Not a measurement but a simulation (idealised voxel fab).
This section sets out a process module, namely voxel capacitor over wiring.
300 nm wide, 5 nm square cells: that's cross-section cut.
Just so we're on the same page, the cross-sections are grids of square cells, and they're listed out in bands top to bottom, each band one or more rows deep. Heights first: top, then bottom, in nm. Then materials, left to right, each with a width in nm. "edge to edge" on a single material: fills the band edge to edge. "empty": empty space. It should be noted that heights are counted from 0, beneath which the wafer as supplied is of one material throughout, and that the lowest band possesses no lower boundary but continues downward, as written in "from 0 down". When a width is written as two numbers, as in "30..40", the first number is the width in the top row of cells of the band and the second is the width in its bottom row, and the width changes by the same amount from each row to the next. Where a step carries "nothing different", the cross-section came out of it unchanged, cell for cell. Entry "Trapped cavities". Content: empty spaces with no open connection to the top, size 8 cells or greater. Each: width x height at distance. Distance: from left edge. Unit: nm. Where a step's line continues beyond its settings, the continuation is a remark by the simulator itself on that step. The line of a step may include "overlay nm". On a step with a mask, this value is how far to the right of its planned place the mask lay. A negative value means the mask lay to the left.

PLANNED STEP LIST FOR THE PROCESS
| 1 | RECEIVE [material Si] |
| 2 | CONFORMAL_DEP [material SiO2] [thk nm 15] |
| 3 | DIRECTIONAL_DEP [material TiN] [thk nm 5] |
| 4 | DIRECTIONAL_DEP [material W] [thk nm 25] |
| 5 | PATTERN [tone cover] [mask id METAL_1] [material resist] [width nm 20] [pitch nm 85] [thk nm 20] [overlay nm 0] |
| 6 | DIRECTIONAL_ETCH [etch materials W] [depth nm 25] |
| 7 | DIRECTIONAL_ETCH [etch materials TiN] [depth nm 5] |
| 8 | STRIP [etch materials resist] |
| 9 | CONFORMAL_DEP [material SiN] [thk nm 5] |
| 10 | FILL_DEP [material lowk] [thk nm 10] |
| 11 | CMP [height nm 45] |
| 12 | CONFORMAL_DEP [material SiCN] [thk nm 5] |
| 13 | DIRECTIONAL_DEP [material lowk] [thk nm 15] |
| 14 | DIRECTIONAL_DEP [material aC] [thk nm 10] |
| 15 | PATTERN [tone open] [mask id PLUG_1] [material resist] [width nm 15] [thk nm 30] [overlay nm 0] |
| 16 | DIRECTIONAL_ETCH [etch materials aC] [depth nm 10] |
| 17 | STRIP [etch materials resist] |
| 18 | DIRECTIONAL_ETCH [etch materials lowk] [depth nm 15] |
| 19 | DIRECTIONAL_ETCH [etch materials SiCN] [depth nm 5] |
| 20 | STRIP [etch materials aC] |
| 21 | EPI [material Ru] [thk nm 10] |
| 22 | EPI [material Ru] [thk nm 10] |
| 23 | DIRECTIONAL_DEP [material TiN] [thk nm 5] |
| 24 | DIRECTIONAL_DEP [material Al2O3] [thk nm 5] |
| 25 | DIRECTIONAL_DEP [material TiN] [thk nm 10] |
| 26 | MASKED_ETCH [tone cover] [mask id UPPER_PLATE] [width nm 70] [etch materials TiN] [depth nm 10] [overlay nm 0] |
| 27 | MASKED_ETCH [tone cover] [mask id UPPER_PLATE] [width nm 70] [etch materials Al2O3] [depth nm 5] [overlay nm 0] |
| 28 | DIRECTIONAL_DEP [material aC] [thk nm 15] |
| 29 | PATTERN [tone cover] [mask id LOWER_PLATE] [material resist] [width nm 80] [thk nm 30] [overlay nm 0] |
| 30 | DIRECTIONAL_ETCH [etch materials aC] [depth nm 15] |
| 31 | STRIP [etch materials resist] |
| 32 | DIRECTIONAL_ETCH [etch materials TiN] [depth nm 5] |
| 33 | STRIP [etch materials aC] |
| 34 | FILL_DEP [material SiO2] [thk nm 20] |
| 35 | CMP [height nm 100] |
| 36 | MASKED_ETCH [tone open] [mask id PLUG_2] [width nm 15] [etch materials SiO2] [depth nm 15] [overlay nm -15] |
| 37 | CONFORMAL_DEP [material TiN] [thk nm 5] |
| 38 | FILL_DEP [material Ru] [thk nm 10] |
| 39 | CMP [height nm 100] |
| 40 | CONFORMAL_DEP [material SiN] [thk nm 5] |
Wafer-to-wafer difference: overlay nm, step 36. Common start. Plan = first wafer's value.

FIRST OF SEVERAL WAFERS, RECEIVED AFTER STEP 1, IN CROSS-SECTION
  from 0 down  Si edge to edge
  Trapped cavities: none

ROWS = WAFERS. AT MODULE END, EACH ROW LISTS PER MATERIAL THE CELLS GAINED (+) OR LOST (-) SINCE THE WAFER WAS RECEIVED, THEN THE CLOSED VOIDS
overlay nm -15, +14 Al2O3, +14 Ru, +57 SiCN, +132 SiN, +533 SiO2, +59 TiN, +40 W, +411 lowk, Trapped cavities: none
overlay nm -10, +14 Al2O3, +14 Ru, +57 SiCN, +132 SiN, +533 SiO2, +59 TiN, +40 W, +411 lowk, Trapped cavities: none
overlay nm -5, +14 Al2O3, +14 Ru, +57 SiCN, +132 SiN, +533 SiO2, +59 TiN, +40 W, +411 lowk, Trapped cavities: none
overlay nm 0, +14 Al2O3, +14 Ru, +57 SiCN, +132 SiN, +533 SiO2, +59 TiN, +40 W, +411 lowk, Trapped cavities: none
overlay nm 5, +14 Al2O3, +14 Ru, +57 SiCN, +132 SiN, +533 SiO2, +59 TiN, +40 W, +411 lowk, Trapped cavities: none
overlay nm 10, +14 Al2O3, +14 Ru, +57 SiCN, +132 SiN, +533 SiO2, +59 TiN, +40 W, +411 lowk, Trapped cavities: none
overlay nm 15, +14 Al2O3, +14 Ru, +57 SiCN, +132 SiN, +533 SiO2, +59 TiN, +40 W, +411 lowk, Trapped cavities: none
